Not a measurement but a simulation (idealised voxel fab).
Process module in this document: voxel self aligned contacts
Section cut is 220 nm wide and gridded with 5 nm square cells.
Bands, listed from the top down, are how a cross-section gets written in this document; the cross-section itself is a grid of square cells, and a band is one or more rows of them.
Per band: top height and bottom height in nm, followed by the left-to-right materials and their widths in nm; "edge to edge" marks a single material spanning edge to edge, "blank" marks empty space.
Counting heights begins at 0, where everything beneath is, in the wafer as received, one material. The lowest band has no bottom; it goes on downwards, as "from 0 down" shows.
Width "30 to 40": first value at the band's top row of cells, second value at its bottom row, equal change from row to row.
It should be understood that the words "identical to before", when stated for a given step, signify that the cross-section underwent no change in any of its cells during that step.
Entry "Enclosed empty spaces". Content: empty spaces with no open connection to the top, size 8 cells or greater. Each: width x height at distance. Distance: from left edge. Unit: nm.
Note: text after step settings on the step line = simulator remark on that step.
If you see "overlay nm" on a step's line and that step has a mask, it's telling you how far right of where it was planned the mask ended up; a negative number means it went left instead.

### Steps planned for the process
1: RECEIVE | material Si
2: CONFORMAL_DEP | material SiO2 | thk nm 5
3: DIRECTIONAL_DEP | material polySi | thk nm 30
4: DIRECTIONAL_DEP | material SiN | thk nm 15
5: PATTERN | tone cover | mask id GATE | material resist | width nm 25 | pitch nm 55 | thk nm 20 | overlay nm 0
6: DIRECTIONAL_ETCH | etch materials SiN | depth nm 15
7: DIRECTIONAL_ETCH | etch materials polySi | depth nm 30
8: STRIP | etch materials resist
9: CONFORMAL_DEP | material SiN | thk nm 5
10: DIRECTIONAL_ETCH | etch materials SiN | depth nm 5
11: FILL_DEP | material SiO2 | thk nm 10
12: CMP | height nm 55
13: PATTERN | tone open | mask id CONTACT | material resist | width nm 40 | pitch nm 55 | thk nm 20 | overlay nm 0
14: DIRECTIONAL_ETCH | etch materials SiO2 | depth nm 55
15: STRIP | etch materials resist
16: CONFORMAL_DEP | material TiN | thk nm 5
17: FILL_DEP | material W | thk nm 5
18: CMP | height nm 55
19: CONFORMAL_DEP | material SiCN | thk nm 5

### Of two wafers, the first: run according to plan

### Cross-sectional view of the wafer in its as-received condition, corresponding to the state after step 1
	from 0 down | Si edge to edge
	Enclosed empty spaces: none

### The following cross-section depicts the wafer upon completion of step 2
	from 5 to 0 | SiO2 edge to edge
	Everything below 0 is unchanged.

### The following cross-section depicts the wafer upon completion of step 3
	from 35 to 5 | polySi edge to edge
	Everything below 5 is unchanged.

### The following cross-section depicts the wafer upon completion of step 4
	from 50 to 35 | SiN edge to edge
	Everything below 35 is unchanged.

### The following cross-section depicts the wafer upon completion of step 5
	from 70 to 50 | 40 blank, then 25 resist, then 30 blank, then 25 resist, then 30 blank, then 25 resist, then 45 blank
	Everything below 50 is unchanged.

### The following cross-section depicts the wafer upon completion of step 6
	from 70 to 50 | 40 blank, then 25 resist, then 30 blank, then 25 resist, then 30 blank, then 25 resist, then 45 blank
	from 50 to 35 | 40 blank, then 25 SiN, then 30 blank, then 25 SiN, then 30 blank, then 25 SiN, then 45 blank
	Everything below 35 is unchanged.

### The following cross-section depicts the wafer upon completion of step 7
	from 70 to 50 | 40 blank, then 25 resist, then 30 blank, then 25 resist, then 30 blank, then 25 resist, then 45 blank
	from 50 to 35 | 40 blank, then 25 SiN, then 30 blank, then 25 SiN, then 30 blank, then 25 SiN, then 45 blank
	from 35 to 5 | 40 blank, then 25 polySi, then 30 blank, then 25 polySi, then 30 blank, then 25 polySi, then 45 blank
	Everything below 5 is unchanged.

### The following cross-section depicts the wafer upon completion of step 8
	from 50 to 35 | 40 blank, then 25 SiN, then 30 blank, then 25 SiN, then 30 blank, then 25 SiN, then 45 blank
	Everything below 35 is unchanged.

### The following cross-section depicts the wafer upon completion of step 9
	from 55 to 35 | 35 blank, then 35 SiN, then 20 blank, then 35 SiN, then 20 blank, then 35 SiN, then 40 blank
	from 35 to 10 | 35 blank, then 5 SiN, then 25 polySi, then 5 SiN, then 20 blank, then 5 SiN, then 25 polySi, then 5 SiN, then 20 blank, then 5 SiN, then 25 polySi, then 5 SiN, then 40 blank
	from 10 to 5 | 40 SiN, then 25 polySi, then 30 SiN, then 25 polySi, then 30 SiN, then 25 polySi, then 45 SiN
	Everything below 5 is unchanged.

### The following cross-section depicts the wafer upon completion of step 10
	from 50 to 35 | 35 blank, then 35 SiN, then 20 blank, then 35 SiN, then 20 blank, then 35 SiN, then 40 blank
	from 35 to 5 | 35 blank, then 5 SiN, then 25 polySi, then 5 SiN, then 20 blank, then 5 SiN, then 25 polySi, then 5 SiN, then 20 blank, then 5 SiN, then 25 polySi, then 5 SiN, then 40 blank
	Everything below 5 is unchanged.

### The following cross-section depicts the wafer upon completion of step 11
	from 60 to 50 | SiO2 edge to edge
	from 50 to 35 | 35 SiO2, then 35 SiN, then 20 SiO2, then 35 SiN, then 20 SiO2, then 35 SiN, then 40 SiO2
	from 35 to 5 | 35 SiO2, then 5 SiN, then 25 polySi, then 5 SiN, then 20 SiO2, then 5 SiN, then 25 polySi, then 5 SiN, then 20 SiO2, then 5 SiN, then 25 polySi, then 5 SiN, then 40 SiO2
	Everything below 5 is unchanged.

### The following cross-section depicts the wafer upon completion of step 12
	from 55 to 50 | SiO2 edge to edge
	Everything below 50 is unchanged.

### The following cross-section depicts the wafer upon completion of step 13
	from 75 to 55 | 60 resist, then 40 blank, then 15 resist, then 40 blank, then 65 resist
	Everything below 55 is unchanged.

### The following cross-section depicts the wafer upon completion of step 14
	from 75 to 55 | 60 resist, then 40 blank, then 15 resist, then 40 blank, then 65 resist
	from 55 to 50 | 60 SiO2, then 40 blank, then 15 SiO2, then 40 blank, then 65 SiO2
	from 50 to 35 | 35 SiO2, then 35 SiN, then 20 blank, then 35 SiN, then 20 blank, then 35 SiN, then 40 SiO2
	from 35 to 5 | 35 SiO2, then 5 SiN, then 25 polySi, then 5 SiN, then 20 blank, then 5 SiN, then 25 polySi, then 5 SiN, then 20 blank, then 5 SiN, then 25 polySi, then 5 SiN, then 40 SiO2
	from 5 to 0 | 70 SiO2, then 20 blank, then 35 SiO2, then 20 blank, then 75 SiO2
	Everything below 0 is unchanged.

### The following cross-section depicts the wafer upon completion of step 15
	from 55 to 50 | 60 SiO2, then 40 blank, then 15 SiO2, then 40 blank, then 65 SiO2
	Everything below 50 is unchanged.

### The following cross-section depicts the wafer upon completion of step 16
	from 60 to 55 | 65 TiN, then 30 blank, then 25 TiN, then 30 blank, then 70 TiN
	from 55 to 50 | 60 SiO2, then 15 TiN, then 10 blank, then 15 TiN, then 15 SiO2, then 15 TiN, then 10 blank, then 15 TiN, then 65 SiO2
	from 50 to 35 | 35 SiO2, then 35 SiN, then 5 TiN, then 10 blank, then 5 TiN, then 35 SiN, then 5 TiN, then 10 blank, then 5 TiN, then 35 SiN, then 40 SiO2
	from 35 to 5 | 35 SiO2, then 5 SiN, then 25 polySi, then 5 SiN, then 5 TiN, then 10 blank, then 5 TiN, then 5 SiN, then 25 polySi, then 5 SiN, then 5 TiN, then 10 blank, then 5 TiN, then 5 SiN, then 25 polySi, then 5 SiN, then 40 SiO2
	from 5 to 0 | 70 SiO2, then 20 TiN, then 35 SiO2, then 20 TiN, then 75 SiO2
	Everything below 0 is unchanged.

### The following cross-section depicts the wafer upon completion of step 17
	from 65 to 60 | W edge to edge
	from 60 to 55 | 65 TiN, then 30 W, then 25 TiN, then 30 W, then 70 TiN
	from 55 to 50 | 60 SiO2, then 15 TiN, then 10 W, then 15 TiN, then 15 SiO2, then 15 TiN, then 10 W, then 15 TiN, then 65 SiO2
	from 50 to 35 | 35 SiO2, then 35 SiN, then 5 TiN, then 10 W, then 5 TiN, then 35 SiN, then 5 TiN, then 10 W, then 5 TiN, then 35 SiN, then 40 SiO2
	from 35 to 5 | 35 SiO2, then 5 SiN, then 25 polySi, then 5 SiN, then 5 TiN, then 10 W, then 5 TiN, then 5 SiN, then 25 polySi, then 5 SiN, then 5 TiN, then 10 W, then 5 TiN, then 5 SiN, then 25 polySi, then 5 SiN, then 40 SiO2
	Everything below 5 is unchanged.

### The following cross-section depicts the wafer upon completion of step 18
	from 55 to 50 | 60 SiO2, then 15 TiN, then 10 W, then 15 TiN, then 15 SiO2, then 15 TiN, then 10 W, then 15 TiN, then 65 SiO2
	Everything below 50 is unchanged.

### The following cross-section depicts the wafer upon completion of step 19
	from 60 to 55 | SiCN edge to edge
	Everything below 55 is unchanged.

### It is to be noted that the second wafer proceeded from the same initial state and according to the same plan as the first, although one mistake was committed in its execution; through step 12, inclusive, the two wafers share an identical history

### Cross-section of the second wafer at the time step 13 of the plan should have ended
	from 75 to 55 | 50 resist, then 40 blank, then 15 resist, then 40 blank, then 75 resist
	Everything below 55 is unchanged.

### Cross-section of the second wafer at the time step 14 of the plan should have ended
	from 75 to 55 | 50 resist, then 40 blank, then 15 resist, then 40 blank, then 75 resist
	from 55 to 50 | 50 SiO2, then 40 blank, then 15 SiO2, then 40 blank, then 75 SiO2
	from 50 to 35 | 35 SiO2, then 35 SiN, then 20 blank, then 35 SiN, then 20 blank, then 35 SiN, then 40 SiO2
	from 35 to 5 | 35 SiO2, then 5 SiN, then 25 polySi, then 5 SiN, then 20 blank, then 5 SiN, then 25 polySi, then 5 SiN, then 20 blank, then 5 SiN, then 25 polySi, then 5 SiN, then 40 SiO2
	from 5 to 0 | 70 SiO2, then 20 blank, then 35 SiO2, then 20 blank, then 75 SiO2
	Everything below 0 is unchanged.

### Cross-section of the second wafer at the time step 15 of the plan should have ended
	from 55 to 50 | 50 SiO2, then 40 blank, then 15 SiO2, then 40 blank, then 75 SiO2
	Everything below 50 is unchanged.

### Cross-section of the second wafer at the time step 16 of the plan should have ended
	from 60 to 55 | 55 TiN, then 30 blank, then 25 TiN, then 30 blank, then 80 TiN
	from 55 to 50 | 50 SiO2, then 25 TiN, then 10 blank, then 5 TiN, then 15 SiO2, then 25 TiN, then 10 blank, then 5 TiN, then 75 SiO2
	from 50 to 35 | 35 SiO2, then 35 SiN, then 5 TiN, then 10 blank, then 5 TiN, then 35 SiN, then 5 TiN, then 10 blank, then 5 TiN, then 35 SiN, then 40 SiO2
	from 35 to 5 | 35 SiO2, then 5 SiN, then 25 polySi, then 5 SiN, then 5 TiN, then 10 blank, then 5 TiN, then 5 SiN, then 25 polySi, then 5 SiN, then 5 TiN, then 10 blank, then 5 TiN, then 5 SiN, then 25 polySi, then 5 SiN, then 40 SiO2
	from 5 to 0 | 70 SiO2, then 20 TiN, then 35 SiO2, then 20 TiN, then 75 SiO2
	Everything below 0 is unchanged.

### Cross-section of the second wafer at the time step 17 of the plan should have ended
	from 65 to 60 | W edge to edge
	from 60 to 55 | 55 TiN, then 30 W, then 25 TiN, then 30 W, then 80 TiN
	from 55 to 50 | 50 SiO2, then 25 TiN, then 10 W, then 5 TiN, then 15 SiO2, then 25 TiN, then 10 W, then 5 TiN, then 75 SiO2
	from 50 to 35 | 35 SiO2, then 35 SiN, then 5 TiN, then 10 W, then 5 TiN, then 35 SiN, then 5 TiN, then 10 W, then 5 TiN, then 35 SiN, then 40 SiO2
	from 35 to 5 | 35 SiO2, then 5 SiN, then 25 polySi, then 5 SiN, then 5 TiN, then 10 W, then 5 TiN, then 5 SiN, then 25 polySi, then 5 SiN, then 5 TiN, then 10 W, then 5 TiN, then 5 SiN, then 25 polySi, then 5 SiN, then 40 SiO2
	Everything below 5 is unchanged.

### Cross-section of the second wafer at the time step 18 of the plan should have ended
	from 55 to 50 | 50 SiO2, then 25 TiN, then 10 W, then 5 TiN, then 15 SiO2, then 25 TiN, then 10 W, then 5 TiN, then 75 SiO2
	Everything below 50 is unchanged.

### Cross-section of the second wafer at the time step 19 of the plan should have ended
	from 60 to 55 | SiCN edge to edge
	Everything below 55 is unchanged.
Heads up, the wafer didn't run the way we planned it: note that step 13 departed from the planned setting and was carried out as PATTERN | tone open | mask id CONTACT | material resist | width nm 40 | pitch nm 55 | thk nm 20 | overlay nm -10
At the end, the second wafer has the same number of cells of each material as the first, but those cells sit in other places.
